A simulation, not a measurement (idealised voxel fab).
process module | voxel spacer lines
cross-section cut | 220 nm wide | cells 5 nm
A cross-section is a grid of square cells, given in bands from the top down. A band is one or more rows of cells.
Each band's line starts with the height of the band's top and of its bottom, in nm. Then come its materials from left to right, each with its width in nm. One material with "throughout" fills the band from edge to edge. "air" is empty space.
Height 0 is the level under which the wafer as received is all one material. The lowest band goes on downwards, as in "0 down".
A width such as "30 to 40" changes by the same amount from each row of cells to the next, from the band's top row to its bottom row.
"no change" after a step means that no cell of the cross-section changed.
closed voids: empty space of 8 cells or more with no open way to the top, each as width x height at its distance from the left edge, in nm
after a step's settings: what the simulator itself notes on the step
overlay nm, on a step with a mask: how far to the right of its planned place the mask lay; to the left if negative
plan
1 op RECEIVE | material Si
2 op CONFORMAL_DEP | material Al2O3 | thk nm 5
3 op DIRECTIONAL_DEP | material TiN | thk nm 20
4 op DIRECTIONAL_DEP | material aC | thk nm 30
5 op PATTERN | tone cover | mask id MANDREL | material resist | width nm 20 | pitch nm 70 | thk nm 40 | overlay nm 0
6 op DIRECTIONAL_ETCH | etch materials aC | depth nm 30
7 op STRIP | etch materials resist
8 op CONFORMAL_DEP | material SiN | thk nm 15
9 op DIRECTIONAL_ETCH | etch materials SiN | depth nm 15
10 op STRIP | etch materials aC
11 op DIRECTIONAL_ETCH | etch materials TiN | depth nm 20
12 op STRIP | etch materials SiN
as received, after step 1
  0 down: Si throughout
  closed voids: none
first wafer at the end, as planned
  25 to 5: air 15 | TiN 15 | air 20 | TiN 15 | air 20 | TiN 15 | air 20 | TiN 15 | air 20 | TiN 15 | air 20 | TiN 15 | air 15
  5 to 0: Al2O3 throughout
  0 down: Si throughout
  closed voids: none
second wafer at the end: like start, like plan, one mistake
  25 to 5: air 25 | TiN 15 | air 20 | TiN 15 | air 20 | TiN 15 | air 20 | TiN 15 | air 20 | TiN 15 | air 20 | TiN 15 | air 5
  5 to 0: Al2O3 throughout
  0 down: Si throughout
  closed voids: none
what went wrong: step 5 ran as: op PATTERN | tone cover | mask id MANDREL | material resist | width nm 20 | pitch nm 70 | thk nm 40 | overlay nm 10
at the end the second wafer has, in cells: as many of each material as the first, in other places
